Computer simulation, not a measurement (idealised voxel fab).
process module | voxel plated lines
cross-section cut | 185 nm wide | cells 5 nm
A cross-section is a grid of square cells, given in bands from the top down. A band is one or more rows of cells.
Each band's line starts with the height of the band's top and of its bottom, in nm. Then come its materials from left to right, each with its width in nm. One material with "throughout" fills the band from edge to edge. "air" is empty space.
Height 0 is the level under which the wafer as received is all one material. The lowest band goes on downwards, as in "0 down".
A width such as "30 to 40" changes by the same amount from each row of cells to the next, from the band's top row to its bottom row.
"no change" after a step means that no cell of the cross-section changed.
closed voids: empty space of 8 cells or more with no open way to the top, each as width x height at its distance from the left edge, in nm
after a step's settings: what the simulator itself notes on the step
overlay nm, on a step with a mask: how far to the right of its planned place the mask lay; to the left if negative
Each pair below shows a cross-section before one step and the cross-section after it, down to the lowest band that changed. The line under each pair gives the step between them, with its settings. The pairs can come from different runs of this module on the same starting wafer, so a pair continues from the pair above only where its "before" says so.
before
  0 down: Si throughout
  closed voids: none
after
  15 to 0: Al2O3 throughout
  below 0: unchanged
  closed voids: none
the step between: op CONFORMAL_DEP | material Al2O3 | thk nm 15
before: the cross-section after the pair above
after
  20 to 15: TiN throughout
  below 15: unchanged
  closed voids: none
the step between: op DIRECTIONAL_DEP | material TiN | thk nm 5
before: the cross-section after the pair above
after
  50 to 20: resist 50 | air 25 | resist 30 | air 25 | resist 55
  below 20: unchanged
  closed voids: none
the step between: op PATTERN | tone open | mask id LINES | material resist | width nm 25 | pitch nm 55 | thk nm 30 | overlay nm 0
before: the cross-section after the pair above
after
  50 to 25: resist 50 | air 25 | resist 30 | air 25 | resist 55
  25 to 20: resist 50 | Ru 25 | resist 30 | Ru 25 | resist 55
  below 20: unchanged
  closed voids: none
the step between: op EPI | material Ru | thk nm 5
before: the cross-section after the pair above
after
  50 to 35: resist 50 | air 25 | resist 30 | air 25 | resist 55
  35 to 20: resist 50 | Ru 25 | resist 30 | Ru 25 | resist 55
  below 20: unchanged
  closed voids: none
the step between: op EPI | material Ru | thk nm 10
before: the cross-section after the pair above
after
  35 to 20: air 50 | Ru 25 | air 30 | Ru 25 | air 55
  below 20: unchanged
  closed voids: none
the step between: op STRIP | etch materials resist
before: the cross-section after the pair above
after
  35 to 20: air 50 | Ru 25 | air 30 | Ru 25 | air 55
  20 to 15: air 50 | TiN 25 | air 30 | TiN 25 | air 55
  below 15: unchanged
  closed voids: none
the step between: op DIRECTIONAL_ETCH | etch materials TiN | depth nm 5
before: the cross-section after the pair above
after
  45 to 35: air 40 | SiN 45 | air 10 | SiN 45 | air 45
  35 to 25: air 40 | SiN 10 | Ru 25 | SiN 10 | air 10 | SiN 10 | Ru 25 | SiN 10 | air 45
  25 to 20: SiN 50 | Ru 25 | SiN 30 | Ru 25 | SiN 55
  20 to 15: SiN 50 | TiN 25 | SiN 30 | TiN 25 | SiN 55
  below 15: unchanged
  closed voids: none
the step between: op CONFORMAL_DEP | material SiN | thk nm 10
before
  20 to 15: TiN throughout
  15 to 0: Al2O3 throughout
  0 down: Si throughout
  closed voids: none
after
  25 to 20: Ru throughout
  below 20: unchanged
  closed voids: none
the step between: op EPI | material Ru | thk nm 5
before: the cross-section after the pair above
after
  35 to 20: Ru throughout
  below 20: unchanged
  closed voids: none
the step between: op EPI | material Ru | thk nm 10
before: the cross-section after the pair above
after
  45 to 35: SiN throughout
  below 35: unchanged
  closed voids: none
the step between: op CONFORMAL_DEP | material SiN | thk nm 10
before
  50 to 35: resist 50 | air 25 | resist 30 | air 25 | resist 55
  35 to 20: resist 50 | Ru 25 | resist 30 | Ru 25 | resist 55
  20 to 15: TiN throughout
  15 to 0: Al2O3 throughout
  0 down: Si throughout
  closed voids: none
after
  50 to 45: resist 50 | air 25 | resist 30 | air 25 | resist 55
  45 to 20: resist 50 | Ru 25 | resist 30 | Ru 25 | resist 55
  below 20: unchanged
  closed voids: none
the step between: op EPI | material Ru | thk nm 10
before: the cross-section after the pair above
after
  45 to 20: air 50 | Ru 25 | air 30 | Ru 25 | air 55
  below 20: unchanged
  closed voids: none
the step between: op STRIP | etch materials resist
before: the cross-section after the pair above
after
  45 to 20: air 50 | Ru 25 | air 30 | Ru 25 | air 55
  20 to 15: air 50 | TiN 25 | air 30 | TiN 25 | air 55
  below 15: unchanged
  closed voids: none
the step between: op DIRECTIONAL_ETCH | etch materials TiN | depth nm 5
before: the cross-section after the pair above
after
  55 to 45: air 40 | SiN 45 | air 10 | SiN 45 | air 45
  45 to 25: air 40 | SiN 10 | Ru 25 | SiN 10 | air 10 | SiN 10 | Ru 25 | SiN 10 | air 45
  25 to 20: SiN 50 | Ru 25 | SiN 30 | Ru 25 | SiN 55
  20 to 15: SiN 50 | TiN 25 | SiN 30 | TiN 25 | SiN 55
  below 15: unchanged
  closed voids: none
the step between: op CONFORMAL_DEP | material SiN | thk nm 10
before
  50 to 25: resist 50 | air 25 | resist 30 | air 25 | resist 55
  25 to 20: resist 50 | Ru 25 | resist 30 | Ru 25 | resist 55
  20 to 15: TiN throughout
  15 to 0: Al2O3 throughout
  0 down: Si throughout
  closed voids: none
after
  25 to 20: air 50 | Ru 25 | air 30 | Ru 25 | air 55
  below 20: unchanged
  closed voids: none
the step between: op STRIP | etch materials resist
before: the cross-section after the pair above
after
  35 to 30: air 40 | Ru 45 | air 10 | Ru 45 | air 45
  30 to 20: Ru throughout
  below 20: unchanged
  closed voids: none
the step between: op EPI | material Ru | thk nm 10
before: the cross-section after the pair above
after
  45 to 40: air 30 | SiN 120 | air 35
  40 to 35: SiN throughout
  35 to 30: SiN 40 | Ru 45 | SiN 10 | Ru 45 | SiN 45
  below 30: unchanged
  closed voids: none
the step between: op CONFORMAL_DEP | material SiN | thk nm 10
before
  35 to 20: air 50 | Ru 25 | air 30 | Ru 25 | air 55
  20 to 15: air 50 | TiN 25 | air 30 | TiN 25 | air 55
  15 to 0: Al2O3 throughout
  0 down: Si throughout
  closed voids: none
after
  40 to 35: air 45 | SiN 35 | air 20 | SiN 35 | air 50
  35 to 20: air 45 | SiN 5 | Ru 25 | SiN 5 | air 20 | SiN 5 | Ru 25 | SiN 5 | air 50
  20 to 15: SiN 50 | TiN 25 | SiN 30 | TiN 25 | SiN 55
  below 15: unchanged
  closed voids: none
the step between: op CONFORMAL_DEP | material SiN | thk nm 5
before
  20 to 15: TiN throughout
  15 to 0: Al2O3 throughout
  0 down: Si throughout
  closed voids: none
after
  50 to 20: resist 45 | air 35 | resist 20 | air 35 | resist 50
  below 20: unchanged
  closed voids: none
the step between: op PATTERN | tone open | mask id LINES | material resist | width nm 35 | pitch nm 55 | thk nm 30 | overlay nm 0
before: the cross-section after the pair above
after
  50 to 25: resist 45 | air 35 | resist 20 | air 35 | resist 50
  25 to 20: resist 45 | Ru 35 | resist 20 | Ru 35 | resist 50
  below 20: unchanged
  closed voids: none
the step between: op EPI | material Ru | thk nm 5
before: the cross-section after the pair above
after
  50 to 35: resist 45 | air 35 | resist 20 | air 35 | resist 50
  35 to 20: resist 45 | Ru 35 | resist 20 | Ru 35 | resist 50
  below 20: unchanged
  closed voids: none
the step between: op EPI | material Ru | thk nm 10
before: the cross-section after the pair above
after
  35 to 20: air 45 | Ru 35 | air 20 | Ru 35 | air 50
  below 20: unchanged
  closed voids: none
the step between: op STRIP | etch materials resist
before: the cross-section after the pair above
after
  35 to 20: air 45 | Ru 35 | air 20 | Ru 35 | air 50
  20 to 15: air 45 | TiN 35 | air 20 | TiN 35 | air 50
  below 15: unchanged
  closed voids: none
the step between: op DIRECTIONAL_ETCH | etch materials TiN | depth nm 5
before: the cross-section after the pair above
after
  45 to 35: air 35 | SiN 110 | air 40
  35 to 25: air 35 | SiN 10 | Ru 35 | SiN 20 | Ru 35 | SiN 10 | air 40
  25 to 20: SiN 45 | Ru 35 | SiN 20 | Ru 35 | SiN 50
  20 to 15: SiN 45 | TiN 35 | SiN 20 | TiN 35 | SiN 50
  below 15: unchanged
  closed voids: none
the step between: op CONFORMAL_DEP | material SiN | thk nm 10
before
  20 to 15: TiN throughout
  15 to 0: Al2O3 throughout
  0 down: Si throughout
  closed voids: none
after
  50 to 20: resist 40 | air 25 | resist 30 | air 25 | resist 65
  below 20: unchanged
  closed voids: none
the step between: op PATTERN | tone open | mask id LINES | material resist | width nm 25 | pitch nm 55 | thk nm 30 | overlay nm -10
before: the cross-section after the pair above
after
  50 to 25: resist 40 | air 25 | resist 30 | air 25 | resist 65
  25 to 20: resist 40 | Ru 25 | resist 30 | Ru 25 | resist 65
  below 20: unchanged
  closed voids: none
the step between: op EPI | material Ru | thk nm 5
before: the cross-section after the pair above
after
  50 to 35: resist 40 | air 25 | resist 30 | air 25 | resist 65
  35 to 20: resist 40 | Ru 25 | resist 30 | Ru 25 | resist 65
  below 20: unchanged
  closed voids: none
the step between: op EPI | material Ru | thk nm 10
before: the cross-section after the pair above
after
  35 to 20: air 40 | Ru 25 | air 30 | Ru 25 | air 65
  below 20: unchanged
  closed voids: none
the step between: op STRIP | etch materials resist
before: the cross-section after the pair above
after
  35 to 20: air 40 | Ru 25 | air 30 | Ru 25 | air 65
  20 to 15: air 40 | TiN 25 | air 30 | TiN 25 | air 65
  below 15: unchanged
  closed voids: none
the step between: op DIRECTIONAL_ETCH | etch materials TiN | depth nm 5
before: the cross-section after the pair above
after
  45 to 35: air 30 | SiN 45 | air 10 | SiN 45 | air 55
  35 to 25: air 30 | SiN 10 | Ru 25 | SiN 10 | air 10 | SiN 10 | Ru 25 | SiN 10 | air 55
  25 to 20: SiN 40 | Ru 25 | SiN 30 | Ru 25 | SiN 65
  20 to 15: SiN 40 | TiN 25 | SiN 30 | TiN 25 | SiN 65
  below 15: unchanged
  closed voids: none
the step between: op CONFORMAL_DEP | material SiN | thk nm 10
before
  15 to 0: Al2O3 throughout
  0 down: Si throughout
  closed voids: none
after
  20 to 15: SiN throughout
  below 15: unchanged
  closed voids: none
the step between: op DIRECTIONAL_DEP | material SiN | thk nm 5
before: the cross-section after the pair above
after
  50 to 20: resist 50 | air 25 | resist 30 | air 25 | resist 55
  below 20: unchanged
  closed voids: none
the step between: op PATTERN | tone open | mask id LINES | material resist | width nm 25 | pitch nm 55 | thk nm 30 | overlay nm 0
before: the cross-section after the pair above
after
  20 to 15: SiN throughout
  below 15: unchanged
  closed voids: none
the step between: op STRIP | etch materials resist
before: the cross-section after the pair above
after
  30 to 15: SiN throughout
  below 15: unchanged
  closed voids: none
the step between: op CONFORMAL_DEP | material SiN | thk nm 10
before
  20 to 15: TiN throughout
  15 to 0: Al2O3 throughout
  0 down: Si throughout
  closed voids: none
after
  50 to 20: air 50 | resist 25 | air 30 | resist 25 | air 55
  below 20: unchanged
  closed voids: none
the step between: op PATTERN | tone cover | mask id LINES | material resist | width nm 25 | pitch nm 55 | thk nm 30 | overlay nm 0
before: the cross-section after the pair above
after
  50 to 25: air 50 | resist 25 | air 30 | resist 25 | air 55
  25 to 20: Ru 50 | resist 25 | Ru 30 | resist 25 | Ru 55
  below 20: unchanged
  closed voids: none
the step between: op EPI | material Ru | thk nm 5
before: the cross-section after the pair above
after
  50 to 35: air 50 | resist 25 | air 30 | resist 25 | air 55
  35 to 20: Ru 50 | resist 25 | Ru 30 | resist 25 | Ru 55
  below 20: unchanged
  closed voids: none
the step between: op EPI | material Ru | thk nm 10
before: the cross-section after the pair above
after
  35 to 20: Ru 50 | air 25 | Ru 30 | air 25 | Ru 55
  below 20: unchanged
  closed voids: none
the step between: op STRIP | etch materials resist
before: the cross-section after the pair above
after
  35 to 20: Ru 50 | air 25 | Ru 30 | air 25 | Ru 55
  20 to 15: TiN 50 | air 25 | TiN 30 | air 25 | TiN 55
  below 15: unchanged
  closed voids: none
the step between: op DIRECTIONAL_ETCH | etch materials TiN | depth nm 5
before: the cross-section after the pair above
after
  45 to 35: SiN 60 | air 5 | SiN 50 | air 5 | SiN 65
  35 to 25: Ru 50 | SiN 10 | air 5 | SiN 10 | Ru 30 | SiN 10 | air 5 | SiN 10 | Ru 55
  25 to 20: Ru 50 | SiN 25 | Ru 30 | SiN 25 | Ru 55
  20 to 15: TiN 50 | SiN 25 | TiN 30 | SiN 25 | TiN 55
  below 15: unchanged
  closed voids: none
the step between: op CONFORMAL_DEP | material SiN | thk nm 10
